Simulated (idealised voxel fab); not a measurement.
process module | voxel self aligned vias
The cross-section shown here is cut; it is 300 nm wide and divided into square cells measuring 5 nm on a side.
Each cross-section below is a grid of square cells, stated as bands in top-down order, with one or more rows of cells making up each band.
Per band: top height and bottom height in nm, followed by the left-to-right materials and their widths in nm; "edge to edge" marks a single material spanning edge to edge, "blank" marks empty space.
Height is counted from the level 0, under which the received wafer is composed throughout of one material. The lowest of the bands is not closed at the bottom but continues downward, in the notation "top 0, no bottom".
Quick explanation for "30 to 40": the width changes in equal steps down the rows of cells, from the first number in the band's top row to the second number in its bottom row.
Reading "remains unaltered" for a step: not a cell of the cross-section changed in it.
"Voids, sealed" contains a list of empty spaces, each no smaller than 8 cells and without an open way to the top, written in the form width x height at distance with the distance from the left edge and all three in nm.
Whatever follows a step's settings on its line is a remark the simulator itself makes about that step.
"overlay nm", when on a step's line for a step with a mask, measures how far to the right of its planned place the mask lay; a negative measure means to the left.
Each pair below shows a cross-section before one step and the cross-section after it, down to the lowest band that changed. The line under each pair gives the step between them, with its settings. The pairs can come from different runs of this module on the same starting wafer, so a pair continues from the pair above only where its "Ex-ante state" says so.

Ex-ante state
  top 0, no bottom: Si edge to edge
  Voids, sealed: none

Sectional Result
  top 15, bottom 0: SiO2 edge to edge
  Nothing below the height 0 has changed.
  Voids, sealed: none
Step that separates the before view from the after view above: CONFORMAL_DEP (material SiO2; thk nm 15)

Ex-ante state: = after-state of the pair above.

Sectional Result
  top 20, bottom 15: SiCN edge to edge
  Nothing below the height 15 has changed.
  Voids, sealed: none
Step that separates the before view from the after view above: CONFORMAL_DEP (material SiCN; thk nm 5)

Ex-ante state: = after-state of the pair above.

Sectional Result
  top 45, bottom 20: SiO2 edge to edge
  Nothing below the height 20 has changed.
  Voids, sealed: none
Step that separates the before view from the after view above: DIRECTIONAL_DEP (material SiO2; thk nm 25)

Ex-ante state: = after-state of the pair above.

Sectional Result
  top 60, bottom 45: 80 of resist | 20 of blank | 40 of resist | 20 of blank | 40 of resist | 20 of blank | 80 of resist
  Nothing below the height 45 has changed.
  Voids, sealed: none
Step that separates the before view from the after view above: PATTERN (tone open; mask id LINES; material resist; width nm 20; pitch nm 60; thk nm 15; overlay nm 0)

Ex-ante state: = after-state of the pair above.

Sectional Result
  top 60, bottom 45: 80 of resist | 20 of blank | 40 of resist | 20 of blank | 40 of resist | 20 of blank | 80 of resist
  top 45, bottom 20: 80 of SiO2 | 20 of blank | 40 of SiO2 | 20 of blank | 40 of SiO2 | 20 of blank | 80 of SiO2
  Nothing below the height 20 has changed.
  Voids, sealed: none
Step that separates the before view from the after view above: DIRECTIONAL_ETCH (etch materials SiO2; depth nm 25)

Ex-ante state: = after-state of the pair above.

Sectional Result
  top 45, bottom 20: 80 of SiO2 | 20 of blank | 40 of SiO2 | 20 of blank | 40 of SiO2 | 20 of blank | 80 of SiO2
  Nothing below the height 20 has changed.
  Voids, sealed: none
Step that separates the before view from the after view above: STRIP (etch materials resist)

Ex-ante state: = after-state of the pair above.

Sectional Result
  top 50, bottom 45: 85 of TiN | 10 of blank | 50 of TiN | 10 of blank | 50 of TiN | 10 of blank | 85 of TiN
  top 45, bottom 25: 80 of SiO2 | 5 of TiN | 10 of blank | 5 of TiN | 40 of SiO2 | 5 of TiN | 10 of blank | 5 of TiN | 40 of SiO2 | 5 of TiN | 10 of blank | 5 of TiN | 80 of SiO2
  top 25, bottom 20: 80 of SiO2 | 20 of TiN | 40 of SiO2 | 20 of TiN | 40 of SiO2 | 20 of TiN | 80 of SiO2
  Nothing below the height 20 has changed.
  Voids, sealed: none
Step that separates the before view from the after view above: CONFORMAL_DEP (material TiN; thk nm 5)

Ex-ante state: = after-state of the pair above.

Sectional Result
  top 60, bottom 50: W edge to edge
  top 50, bottom 45: 85 of TiN | 10 of W | 50 of TiN | 10 of W | 50 of TiN | 10 of W | 85 of TiN
  top 45, bottom 25: 80 of SiO2 | 5 of TiN | 10 of W | 5 of TiN | 40 of SiO2 | 5 of TiN | 10 of W | 5 of TiN | 40 of SiO2 | 5 of TiN | 10 of W | 5 of TiN | 80 of SiO2
  Nothing below the height 25 has changed.
  Voids, sealed: none
Step that separates the before view from the after view above: FILL_DEP (material W; thk nm 10)

Ex-ante state: = after-state of the pair above.

Sectional Result
  top 45, bottom 25: 80 of SiO2 | 5 of TiN | 10 of W | 5 of TiN | 40 of SiO2 | 5 of TiN | 10 of W | 5 of TiN | 40 of SiO2 | 5 of TiN | 10 of W | 5 of TiN | 80 of SiO2
  Nothing below the height 25 has changed.
  Voids, sealed: none
Step that separates the before view from the after view above: CMP (height nm 45)

Ex-ante state: = after-state of the pair above.

Sectional Result
  top 45, bottom 40: 80 of SiO2 | 20 of blank | 40 of SiO2 | 20 of blank | 40 of SiO2 | 20 of blank | 80 of SiO2
  Nothing below the height 40 has changed.
  Voids, sealed: none
Step that separates the before view from the after view above: SELECTIVE_ETCH (etch materials W Ru TiN; depth nm 5)

Ex-ante state: = after-state of the pair above.

Sectional Result
  top 50, bottom 45: SiN edge to edge
  top 45, bottom 40: 80 of SiO2 | 20 of SiN | 40 of SiO2 | 20 of SiN | 40 of SiO2 | 20 of SiN | 80 of SiO2
  Nothing below the height 40 has changed.
  Voids, sealed: none
Step that separates the before view from the after view above: FILL_DEP (material SiN; thk nm 5)

Ex-ante state: = after-state of the pair above.

Sectional Result
  top 45, bottom 40: 80 of SiO2 | 20 of SiN | 40 of SiO2 | 20 of SiN | 40 of SiO2 | 20 of SiN | 80 of SiO2
  Nothing below the height 40 has changed.
  Voids, sealed: none
Step that separates the before view from the after view above: CMP (height nm 45)

Ex-ante state: = after-state of the pair above.

Sectional Result
  top 65, bottom 45: SiO2 edge to edge
  Nothing below the height 45 has changed.
  Voids, sealed: none
Step that separates the before view from the after view above: DIRECTIONAL_DEP (material SiO2; thk nm 20)

Ex-ante state: = after-state of the pair above.

Sectional Result
  top 75, bottom 65: aC edge to edge
  Nothing below the height 65 has changed.
  Voids, sealed: none
Step that separates the before view from the after view above: DIRECTIONAL_DEP (material aC; thk nm 10)

Ex-ante state: = after-state of the pair above.

Sectional Result
  top 105, bottom 75: 70 of resist | 40 of blank | 20 of resist | 40 of blank | 20 of resist | 40 of blank | 70 of resist
  Nothing below the height 75 has changed.
  Voids, sealed: none
Step that separates the before view from the after view above: PATTERN (tone open; mask id VIAS; material resist; width nm 40; pitch nm 60; thk nm 30; overlay nm 0)

Ex-ante state: = after-state of the pair above.

Sectional Result
  top 95, bottom 75: 70 of resist | 40 of blank | 20 of resist | 40 of blank | 20 of resist | 40 of blank | 70 of resist
  top 75, bottom 65: 70 of aC | 40 of blank | 20 of aC | 40 of blank | 20 of aC | 40 of blank | 70 of aC
  Nothing below the height 65 has changed.
  Voids, sealed: none
Step that separates the before view from the after view above: DIRECTIONAL_ETCH (etch materials aC; depth nm 10)

Ex-ante state: = after-state of the pair above.

Sectional Result
  top 75, bottom 65: 70 of aC | 40 of blank | 20 of aC | 40 of blank | 20 of aC | 40 of blank | 70 of aC
  Nothing below the height 65 has changed.
  Voids, sealed: none
Step that separates the before view from the after view above: STRIP (etch materials resist)

Ex-ante state: = after-state of the pair above.

Sectional Result
  top 75, bottom 65: 70 of aC | 40 of blank | 20 of aC | 40 of blank | 20 of aC | 40 of blank | 70 of aC
  top 65, bottom 45: 70 of SiO2 | 40 of blank | 20 of SiO2 | 40 of blank | 20 of SiO2 | 40 of blank | 70 of SiO2
  Nothing below the height 45 has changed.
  Voids, sealed: none
Step that separates the before view from the after view above: DIRECTIONAL_ETCH (etch materials SiO2; depth nm 20)

Ex-ante state: = after-state of the pair above.

Sectional Result
  top 75, bottom 65: 70 of aC | 40 of blank | 20 of aC | 40 of blank | 20 of aC | 40 of blank | 70 of aC
  top 65, bottom 45: 70 of SiO2 | 40 of blank | 20 of SiO2 | 40 of blank | 20 of SiO2 | 40 of blank | 70 of SiO2
  top 45, bottom 40: 80 of SiO2 | 20 of blank | 40 of SiO2 | 20 of blank | 40 of SiO2 | 20 of blank | 80 of SiO2
  Nothing below the height 40 has changed.
  Voids, sealed: none
Step that separates the before view from the after view above: DIRECTIONAL_ETCH (etch materials SiN; depth nm 5)

Ex-ante state: = after-state of the pair above.

Sectional Result
  top 65, bottom 45: 70 of SiO2 | 40 of blank | 20 of SiO2 | 40 of blank | 20 of SiO2 | 40 of blank | 70 of SiO2
  Nothing below the height 45 has changed.
  Voids, sealed: none
Step that separates the before view from the after view above: STRIP (etch materials aC)

Ex-ante state: = after-state of the pair above.

Sectional Result
  top 70, bottom 65: 75 of TiN | 30 of blank | 30 of TiN | 30 of blank | 30 of TiN | 30 of blank | 75 of TiN
  top 65, bottom 50: 70 of SiO2 | 5 of TiN | 30 of blank | 5 of TiN | 20 of SiO2 | 5 of TiN | 30 of blank | 5 of TiN | 20 of SiO2 | 5 of TiN | 30 of blank | 5 of TiN | 70 of SiO2
  top 50, bottom 45: 70 of SiO2 | 15 of TiN | 10 of blank | 15 of TiN | 20 of SiO2 | 15 of TiN | 10 of blank | 15 of TiN | 20 of SiO2 | 15 of TiN | 10 of blank | 15 of TiN | 70 of SiO2
  top 45, bottom 40: 80 of SiO2 | 20 of TiN | 40 of SiO2 | 20 of TiN | 40 of SiO2 | 20 of TiN | 80 of SiO2
  Nothing below the height 40 has changed.
  Voids, sealed: none
Step that separates the before view from the after view above: CONFORMAL_DEP (material TiN; thk nm 5)

Ex-ante state: = after-state of the pair above.

Sectional Result
  top 80, bottom 70: Ru edge to edge
  top 70, bottom 65: 75 of TiN | 30 of Ru | 30 of TiN | 30 of Ru | 30 of TiN | 30 of Ru | 75 of TiN
  top 65, bottom 50: 70 of SiO2 | 5 of TiN | 30 of Ru | 5 of TiN | 20 of SiO2 | 5 of TiN | 30 of Ru | 5 of TiN | 20 of SiO2 | 5 of TiN | 30 of Ru | 5 of TiN | 70 of SiO2
  top 50, bottom 45: 70 of SiO2 | 15 of TiN | 10 of Ru | 15 of TiN | 20 of SiO2 | 15 of TiN | 10 of Ru | 15 of TiN | 20 of SiO2 | 15 of TiN | 10 of Ru | 15 of TiN | 70 of SiO2
  Nothing below the height 45 has changed.
  Voids, sealed: none
Step that separates the before view from the after view above: FILL_DEP (material Ru; thk nm 10)

Ex-ante state: = after-state of the pair above.

Sectional Result
  top 65, bottom 50: 70 of SiO2 | 5 of TiN | 30 of Ru | 5 of TiN | 20 of SiO2 | 5 of TiN | 30 of Ru | 5 of TiN | 20 of SiO2 | 5 of TiN | 30 of Ru | 5 of TiN | 70 of SiO2
  Nothing below the height 50 has changed.
  Voids, sealed: none
Step that separates the before view from the after view above: CMP (height nm 65)

Ex-ante state: = after-state of the pair above.

Sectional Result
  top 70, bottom 65: SiN edge to edge
  Nothing below the height 65 has changed.
  Voids, sealed: none
Step that separates the before view from the after view above: CONFORMAL_DEP (material SiN; thk nm 5)

Ex-ante state
  top 15, bottom 0: SiO2 edge to edge
  top 0, no bottom: Si edge to edge
  Voids, sealed: none

Sectional Result
  top 40, bottom 0: SiO2 edge to edge
  Nothing below the height 0 has changed.
  Voids, sealed: none
Step that separates the before view from the after view above: DIRECTIONAL_DEP (material SiO2; thk nm 25)

Ex-ante state: = after-state of the pair above.

Sectional Result
  top 55, bottom 40: 80 of resist | 20 of blank | 40 of resist | 20 of blank | 40 of resist | 20 of blank | 80 of resist
  Nothing below the height 40 has changed.
  Voids, sealed: none
Step that separates the before view from the after view above: PATTERN (tone open; mask id LINES; material resist; width nm 20; pitch nm 60; thk nm 15; overlay nm 0)

Ex-ante state: = after-state of the pair above.

Sectional Result
  top 55, bottom 40: 80 of resist | 20 of blank | 40 of resist | 20 of blank | 40 of resist | 20 of blank | 80 of resist
  top 40, bottom 15: 80 of SiO2 | 20 of blank | 40 of SiO2 | 20 of blank | 40 of SiO2 | 20 of blank | 80 of SiO2
  Nothing below the height 15 has changed.
  Voids, sealed: none
Step that separates the before view from the after view above: DIRECTIONAL_ETCH (etch materials SiO2; depth nm 25)

Ex-ante state: = after-state of the pair above.

Sectional Result
  top 40, bottom 15: 80 of SiO2 | 20 of blank | 40 of SiO2 | 20 of blank | 40 of SiO2 | 20 of blank | 80 of SiO2
  Nothing below the height 15 has changed.
  Voids, sealed: none
Step that separates the before view from the after view above: STRIP (etch materials resist)

Ex-ante state: = after-state of the pair above.

Sectional Result
  top 45, bottom 40: 85 of TiN | 10 of blank | 50 of TiN | 10 of blank | 50 of TiN | 10 of blank | 85 of TiN
  top 40, bottom 20: 80 of SiO2 | 5 of TiN | 10 of blank | 5 of TiN | 40 of SiO2 | 5 of TiN | 10 of blank | 5 of TiN | 40 of SiO2 | 5 of TiN | 10 of blank | 5 of TiN | 80 of SiO2
  top 20, bottom 15: 80 of SiO2 | 20 of TiN | 40 of SiO2 | 20 of TiN | 40 of SiO2 | 20 of TiN | 80 of SiO2
  Nothing below the height 15 has changed.
  Voids, sealed: none
Step that separates the before view from the after view above: CONFORMAL_DEP (material TiN; thk nm 5)

Ex-ante state: = after-state of the pair above.

Sectional Result
  top 55, bottom 45: W edge to edge
  top 45, bottom 40: 85 of TiN | 10 of W | 50 of TiN | 10 of W | 50 of TiN | 10 of W | 85 of TiN
  top 40, bottom 20: 80 of SiO2 | 5 of TiN | 10 of W | 5 of TiN | 40 of SiO2 | 5 of TiN | 10 of W | 5 of TiN | 40 of SiO2 | 5 of TiN | 10 of W | 5 of TiN | 80 of SiO2
  Nothing below the height 20 has changed.
  Voids, sealed: none
Step that separates the before view from the after view above: FILL_DEP (material W; thk nm 10)

Ex-ante state: = after-state of the pair above.

Sectional Result
  top 45, bottom 40: 85 of TiN | 10 of W | 50 of TiN | 10 of W | 50 of TiN | 10 of W | 85 of TiN
  Nothing below the height 40 has changed.
  Voids, sealed: none
Step that separates the before view from the after view above: CMP (height nm 45)

Ex-ante state: = after-state of the pair above.

Sectional Result
  top 40, bottom 20: 80 of SiO2 | 5 of TiN | 10 of W | 5 of TiN | 40 of SiO2 | 5 of TiN | 10 of W | 5 of TiN | 40 of SiO2 | 5 of TiN | 10 of W | 5 of TiN | 80 of SiO2
  Nothing below the height 20 has changed.
  Voids, sealed: none
Step that separates the before view from the after view above: SELECTIVE_ETCH (etch materials W Ru TiN; depth nm 5)

Ex-ante state: = after-state of the pair above.

Sectional Result
  top 45, bottom 40: SiN edge to edge
  Nothing below the height 40 has changed.
  Voids, sealed: none
Step that separates the before view from the after view above: FILL_DEP (material SiN; thk nm 5)

Ex-ante state: = after-state of the pair above.

Sectional Result
  top 65, bottom 45: SiO2 edge to edge
  Nothing below the height 45 has changed.
  Voids, sealed: none
Step that separates the before view from the after view above: DIRECTIONAL_DEP (material SiO2; thk nm 20)

Ex-ante state: = after-state of the pair above.

Sectional Result
  top 75, bottom 65: aC edge to edge
  Nothing below the height 65 has changed.
  Voids, sealed: none
Step that separates the before view from the after view above: DIRECTIONAL_DEP (material aC; thk nm 10)

Ex-ante state: = after-state of the pair above.

Sectional Result
  top 105, bottom 75: 70 of resist | 40 of blank | 20 of resist | 40 of blank | 20 of resist | 40 of blank | 70 of resist
  Nothing below the height 75 has changed.
  Voids, sealed: none
Step that separates the before view from the after view above: PATTERN (tone open; mask id VIAS; material resist; width nm 40; pitch nm 60; thk nm 30; overlay nm 0)

Ex-ante state: = after-state of the pair above.

Sectional Result
  top 95, bottom 75: 70 of resist | 40 of blank | 20 of resist | 40 of blank | 20 of resist | 40 of blank | 70 of resist
  top 75, bottom 65: 70 of aC | 40 of blank | 20 of aC | 40 of blank | 20 of aC | 40 of blank | 70 of aC
  Nothing below the height 65 has changed.
  Voids, sealed: none
Step that separates the before view from the after view above: DIRECTIONAL_ETCH (etch materials aC; depth nm 10)

Ex-ante state: = after-state of the pair above.

Sectional Result
  top 75, bottom 65: 70 of aC | 40 of blank | 20 of aC | 40 of blank | 20 of aC | 40 of blank | 70 of aC
  Nothing below the height 65 has changed.
  Voids, sealed: none
Step that separates the before view from the after view above: STRIP (etch materials resist)

Ex-ante state: = after-state of the pair above.

Sectional Result
  top 75, bottom 65: 70 of aC | 40 of blank | 20 of aC | 40 of blank | 20 of aC | 40 of blank | 70 of aC
  top 65, bottom 45: 70 of SiO2 | 40 of blank | 20 of SiO2 | 40 of blank | 20 of SiO2 | 40 of blank | 70 of SiO2
  Nothing below the height 45 has changed.
  Voids, sealed: none
Step that separates the before view from the after view above: DIRECTIONAL_ETCH (etch materials SiO2; depth nm 20)

Ex-ante state: = after-state of the pair above.

Sectional Result
  top 75, bottom 65: 70 of aC | 40 of blank | 20 of aC | 40 of blank | 20 of aC | 40 of blank | 70 of aC
  top 65, bottom 45: 70 of SiO2 | 40 of blank | 20 of SiO2 | 40 of blank | 20 of SiO2 | 40 of blank | 70 of SiO2
  top 45, bottom 40: 70 of SiN | 40 of blank | 20 of SiN | 40 of blank | 20 of SiN | 40 of blank | 70 of SiN
  Nothing below the height 40 has changed.
  Voids, sealed: none
Step that separates the before view from the after view above: DIRECTIONAL_ETCH (etch materials SiN; depth nm 5)

Ex-ante state: = after-state of the pair above.

Sectional Result
  top 65, bottom 45: 70 of SiO2 | 40 of blank | 20 of SiO2 | 40 of blank | 20 of SiO2 | 40 of blank | 70 of SiO2
  Nothing below the height 45 has changed.
  Voids, sealed: none
Step that separates the before view from the after view above: STRIP (etch materials aC)

Ex-ante state: = after-state of the pair above.

Sectional Result
  top 70, bottom 65: 75 of TiN | 30 of blank | 30 of TiN | 30 of blank | 30 of TiN | 30 of blank | 75 of TiN
  top 65, bottom 45: 70 of SiO2 | 5 of TiN | 30 of blank | 5 of TiN | 20 of SiO2 | 5 of TiN | 30 of blank | 5 of TiN | 20 of SiO2 | 5 of TiN | 30 of blank | 5 of TiN | 70 of SiO2
  top 45, bottom 40: 70 of SiN | 40 of TiN | 20 of SiN | 40 of TiN | 20 of SiN | 40 of TiN | 70 of SiN
  Nothing below the height 40 has changed.
  Voids, sealed: none
Step that separates the before view from the after view above: CONFORMAL_DEP (material TiN; thk nm 5)

Ex-ante state: = after-state of the pair above.

Sectional Result
  top 80, bottom 70: Ru edge to edge
  top 70, bottom 65: 75 of TiN | 30 of Ru | 30 of TiN | 30 of Ru | 30 of TiN | 30 of Ru | 75 of TiN
  top 65, bottom 45: 70 of SiO2 | 5 of TiN | 30 of Ru | 5 of TiN | 20 of SiO2 | 5 of TiN | 30 of Ru | 5 of TiN | 20 of SiO2 | 5 of TiN | 30 of Ru | 5 of TiN | 70 of SiO2
  Nothing below the height 45 has changed.
  Voids, sealed: none
Step that separates the before view from the after view above: FILL_DEP (material Ru; thk nm 10)

Ex-ante state: = after-state of the pair above.

Sectional Result
  top 65, bottom 45: 70 of SiO2 | 5 of TiN | 30 of Ru | 5 of TiN | 20 of SiO2 | 5 of TiN | 30 of Ru | 5 of TiN | 20 of SiO2 | 5 of TiN | 30 of Ru | 5 of TiN | 70 of SiO2
  Nothing below the height 45 has changed.
  Voids, sealed: none
Step that separates the before view from the after view above: CMP (height nm 65)

Ex-ante state: = after-state of the pair above.

Sectional Result
  top 70, bottom 65: SiN edge to edge
  Nothing below the height 65 has changed.
  Voids, sealed: none
Step that separates the before view from the after view above: CONFORMAL_DEP (material SiN; thk nm 5)

Ex-ante state
  top 15, bottom 0: SiO2 edge to edge
  top 0, no bottom: Si edge to edge
  Voids, sealed: none

Sectional Result
  top 30, bottom 0: SiO2 edge to edge
  Nothing below the height 0 has changed.
  Voids, sealed: none
Step that separates the before view from the after view above: CONFORMAL_DEP (material SiO2; thk nm 15)

Ex-ante state: = after-state of the pair above.

Sectional Result
  top 35, bottom 30: SiCN edge to edge
  Nothing below the height 30 has changed.
  Voids, sealed: none
Step that separates the before view from the after view above: CONFORMAL_DEP (material SiCN; thk nm 5)

Ex-ante state: = after-state of the pair above.

Sectional Result
  top 60, bottom 35: SiO2 edge to edge
  Nothing below the height 35 has changed.
  Voids, sealed: none
Step that separates the before view from the after view above: DIRECTIONAL_DEP (material SiO2; thk nm 25)

Ex-ante state: = after-state of the pair above.

Sectional Result
  top 75, bottom 60: 80 of resist | 20 of blank | 40 of resist | 20 of blank | 40 of resist | 20 of blank | 80 of resist
  Nothing below the height 60 has changed.
  Voids, sealed: none
Step that separates the before view from the after view above: PATTERN (tone open; mask id LINES; material resist; width nm 20; pitch nm 60; thk nm 15; overlay nm 0)

Ex-ante state: = after-state of the pair above.

Sectional Result
  top 75, bottom 60: 80 of resist | 20 of blank | 40 of resist | 20 of blank | 40 of resist | 20 of blank | 80 of resist
  top 60, bottom 35: 80 of SiO2 | 20 of blank | 40 of SiO2 | 20 of blank | 40 of SiO2 | 20 of blank | 80 of SiO2
  Nothing below the height 35 has changed.
  Voids, sealed: none
Step that separates the before view from the after view above: DIRECTIONAL_ETCH (etch materials SiO2; depth nm 25)

Ex-ante state: = after-state of the pair above.

Sectional Result
  top 60, bottom 35: 80 of SiO2 | 20 of blank | 40 of SiO2 | 20 of blank | 40 of SiO2 | 20 of blank | 80 of SiO2
  Nothing below the height 35 has changed.
  Voids, sealed: none
Step that separates the before view from the after view above: STRIP (etch materials resist)

Ex-ante state: = after-state of the pair above.

Sectional Result
  top 65, bottom 60: 85 of TiN | 10 of blank | 50 of TiN | 10 of blank | 50 of TiN | 10 of blank | 85 of TiN
  top 60, bottom 40: 80 of SiO2 | 5 of TiN | 10 of blank | 5 of TiN | 40 of SiO2 | 5 of TiN | 10 of blank | 5 of TiN | 40 of SiO2 | 5 of TiN | 10 of blank | 5 of TiN | 80 of SiO2
  top 40, bottom 35: 80 of SiO2 | 20 of TiN | 40 of SiO2 | 20 of TiN | 40 of SiO2 | 20 of TiN | 80 of SiO2
  Nothing below the height 35 has changed.
  Voids, sealed: none
Step that separates the before view from the after view above: CONFORMAL_DEP (material TiN; thk nm 5)

Ex-ante state: = after-state of the pair above.

Sectional Result
  top 75, bottom 65: W edge to edge
  top 65, bottom 60: 85 of TiN | 10 of W | 50 of TiN | 10 of W | 50 of TiN | 10 of W | 85 of TiN
  top 60, bottom 40: 80 of SiO2 | 5 of TiN | 10 of W | 5 of TiN | 40 of SiO2 | 5 of TiN | 10 of W | 5 of TiN | 40 of SiO2 | 5 of TiN | 10 of W | 5 of TiN | 80 of SiO2
  Nothing below the height 40 has changed.
  Voids, sealed: none
Step that separates the before view from the after view above: FILL_DEP (material W; thk nm 10)

Ex-ante state: = after-state of the pair above.

Sectional Result
  top 45, bottom 40: 80 of SiO2 | 5 of TiN | 10 of W | 5 of TiN | 40 of SiO2 | 5 of TiN | 10 of W | 5 of TiN | 40 of SiO2 | 5 of TiN | 10 of W | 5 of TiN | 80 of SiO2
  Nothing below the height 40 has changed.
  Voids, sealed: none
Step that separates the before view from the after view above: CMP (height nm 45)

Ex-ante state: = after-state of the pair above.

Sectional Result
  top 45, bottom 40: 80 of SiO2 | 20 of blank | 40 of SiO2 | 20 of blank | 40 of SiO2 | 20 of blank | 80 of SiO2
  Nothing below the height 40 has changed.
  Voids, sealed: none
Step that separates the before view from the after view above: SELECTIVE_ETCH (etch materials W Ru TiN; depth nm 5)

Ex-ante state: = after-state of the pair above.

Sectional Result
  top 50, bottom 45: SiN edge to edge
  top 45, bottom 40: 80 of SiO2 | 20 of SiN | 40 of SiO2 | 20 of SiN | 40 of SiO2 | 20 of SiN | 80 of SiO2
  Nothing below the height 40 has changed.
  Voids, sealed: none
Step that separates the before view from the after view above: FILL_DEP (material SiN; thk nm 5)

Ex-ante state: = after-state of the pair above.

Sectional Result
  top 45, bottom 40: 80 of SiO2 | 20 of SiN | 40 of SiO2 | 20 of SiN | 40 of SiO2 | 20 of SiN | 80 of SiO2
  Nothing below the height 40 has changed.
  Voids, sealed: none
Step that separates the before view from the after view above: CMP (height nm 45)

Ex-ante state: = after-state of the pair above.

Sectional Result
  top 65, bottom 45: SiO2 edge to edge
  Nothing below the height 45 has changed.
  Voids, sealed: none
Step that separates the before view from the after view above: DIRECTIONAL_DEP (material SiO2; thk nm 20)

Ex-ante state: = after-state of the pair above.

Sectional Result
  top 75, bottom 65: aC edge to edge
  Nothing below the height 65 has changed.
  Voids, sealed: none
Step that separates the before view from the after view above: DIRECTIONAL_DEP (material aC; thk nm 10)

Ex-ante state: = after-state of the pair above.

Sectional Result
  top 105, bottom 75: 70 of resist | 40 of blank | 20 of resist | 40 of blank | 20 of resist | 40 of blank | 70 of resist
  Nothing below the height 75 has changed.
  Voids, sealed: none
Step that separates the before view from the after view above: PATTERN (tone open; mask id VIAS; material resist; width nm 40; pitch nm 60; thk nm 30; overlay nm 0)

Ex-ante state: = after-state of the pair above.

Sectional Result
  top 95, bottom 75: 70 of resist | 40 of blank | 20 of resist | 40 of blank | 20 of resist | 40 of blank | 70 of resist
  top 75, bottom 65: 70 of aC | 40 of blank | 20 of aC | 40 of blank | 20 of aC | 40 of blank | 70 of aC
  Nothing below the height 65 has changed.
  Voids, sealed: none
Step that separates the before view from the after view above: DIRECTIONAL_ETCH (etch materials aC; depth nm 10)

Ex-ante state: = after-state of the pair above.

Sectional Result
  top 75, bottom 65: 70 of aC | 40 of blank | 20 of aC | 40 of blank | 20 of aC | 40 of blank | 70 of aC
  Nothing below the height 65 has changed.
  Voids, sealed: none
Step that separates the before view from the after view above: STRIP (etch materials resist)

Ex-ante state: = after-state of the pair above.

Sectional Result
  top 75, bottom 65: 70 of aC | 40 of blank | 20 of aC | 40 of blank | 20 of aC | 40 of blank | 70 of aC
  top 65, bottom 45: 70 of SiO2 | 40 of blank | 20 of SiO2 | 40 of blank | 20 of SiO2 | 40 of blank | 70 of SiO2
  Nothing below the height 45 has changed.
  Voids, sealed: none
Step that separates the before view from the after view above: DIRECTIONAL_ETCH (etch materials SiO2; depth nm 20)

Ex-ante state: = after-state of the pair above.

Sectional Result
  top 75, bottom 65: 70 of aC | 40 of blank | 20 of aC | 40 of blank | 20 of aC | 40 of blank | 70 of aC
  top 65, bottom 45: 70 of SiO2 | 40 of blank | 20 of SiO2 | 40 of blank | 20 of SiO2 | 40 of blank | 70 of SiO2
  top 45, bottom 40: 80 of SiO2 | 20 of blank | 40 of SiO2 | 20 of blank | 40 of SiO2 | 20 of blank | 80 of SiO2
  Nothing below the height 40 has changed.
  Voids, sealed: none
Step that separates the before view from the after view above: DIRECTIONAL_ETCH (etch materials SiN; depth nm 5)

Ex-ante state: = after-state of the pair above.

Sectional Result
  top 65, bottom 45: 70 of SiO2 | 40 of blank | 20 of SiO2 | 40 of blank | 20 of SiO2 | 40 of blank | 70 of SiO2
  Nothing below the height 45 has changed.
  Voids, sealed: none
Step that separates the before view from the after view above: STRIP (etch materials aC)

Ex-ante state: = after-state of the pair above.

Sectional Result
  top 70, bottom 65: 75 of TiN | 30 of blank | 30 of TiN | 30 of blank | 30 of TiN | 30 of blank | 75 of TiN
  top 65, bottom 50: 70 of SiO2 | 5 of TiN | 30 of blank | 5 of TiN | 20 of SiO2 | 5 of TiN | 30 of blank | 5 of TiN | 20 of SiO2 | 5 of TiN | 30 of blank | 5 of TiN | 70 of SiO2
  top 50, bottom 45: 70 of SiO2 | 15 of TiN | 10 of blank | 15 of TiN | 20 of SiO2 | 15 of TiN | 10 of blank | 15 of TiN | 20 of SiO2 | 15 of TiN | 10 of blank | 15 of TiN | 70 of SiO2
  top 45, bottom 35: 80 of SiO2 | 20 of TiN | 40 of SiO2 | 20 of TiN | 40 of SiO2 | 20 of TiN | 80 of SiO2
  Nothing below the height 35 has changed.
  Voids, sealed: none
Step that separates the before view from the after view above: CONFORMAL_DEP (material TiN; thk nm 5)

Ex-ante state: = after-state of the pair above.

Sectional Result
  top 80, bottom 70: Ru edge to edge
  top 70, bottom 65: 75 of TiN | 30 of Ru | 30 of TiN | 30 of Ru | 30 of TiN | 30 of Ru | 75 of TiN
  top 65, bottom 50: 70 of SiO2 | 5 of TiN | 30 of Ru | 5 of TiN | 20 of SiO2 | 5 of TiN | 30 of Ru | 5 of TiN | 20 of SiO2 | 5 of TiN | 30 of Ru | 5 of TiN | 70 of SiO2
  top 50, bottom 45: 70 of SiO2 | 15 of TiN | 10 of Ru | 15 of TiN | 20 of SiO2 | 15 of TiN | 10 of Ru | 15 of TiN | 20 of SiO2 | 15 of TiN | 10 of Ru | 15 of TiN | 70 of SiO2
  Nothing below the height 45 has changed.
  Voids, sealed: none
Step that separates the before view from the after view above: FILL_DEP (material Ru; thk nm 10)

Ex-ante state: = after-state of the pair above.

Sectional Result
  top 65, bottom 50: 70 of SiO2 | 5 of TiN | 30 of Ru | 5 of TiN | 20 of SiO2 | 5 of TiN | 30 of Ru | 5 of TiN | 20 of SiO2 | 5 of TiN | 30 of Ru | 5 of TiN | 70 of SiO2
  Nothing below the height 50 has changed.
  Voids, sealed: none
Step that separates the before view from the after view above: CMP (height nm 65)

Ex-ante state: = after-state of the pair above.

Sectional Result
  top 70, bottom 65: SiN edge to edge
  Nothing below the height 65 has changed.
  Voids, sealed: none
Step that separates the before view from the after view above: CONFORMAL_DEP (material SiN; thk nm 5)

Ex-ante state
  top 0, no bottom: Si edge to edge
  Voids, sealed: none

Sectional Result
  top 5, bottom 0: SiCN edge to edge
  Nothing below the height 0 has changed.
  Voids, sealed: none
Step that separates the before view from the after view above: CONFORMAL_DEP (material SiCN; thk nm 5)

Ex-ante state: = after-state of the pair above.

Sectional Result
  top 20, bottom 5: SiO2 edge to edge
  Nothing below the height 5 has changed.
  Voids, sealed: none
Step that separates the before view from the after view above: CONFORMAL_DEP (material SiO2; thk nm 15)

Ex-ante state: = after-state of the pair above.

Sectional Result
  top 45, bottom 5: SiO2 edge to edge
  Nothing below the height 5 has changed.
  Voids, sealed: none
Step that separates the before view from the after view above: DIRECTIONAL_DEP (material SiO2; thk nm 25)

Ex-ante state: = after-state of the pair above.

Sectional Result
  top 60, bottom 45: 80 of resist | 20 of blank | 40 of resist | 20 of blank | 40 of resist | 20 of blank | 80 of resist
  Nothing below the height 45 has changed.
  Voids, sealed: none
Step that separates the before view from the after view above: PATTERN (tone open; mask id LINES; material resist; width nm 20; pitch nm 60; thk nm 15; overlay nm 0)
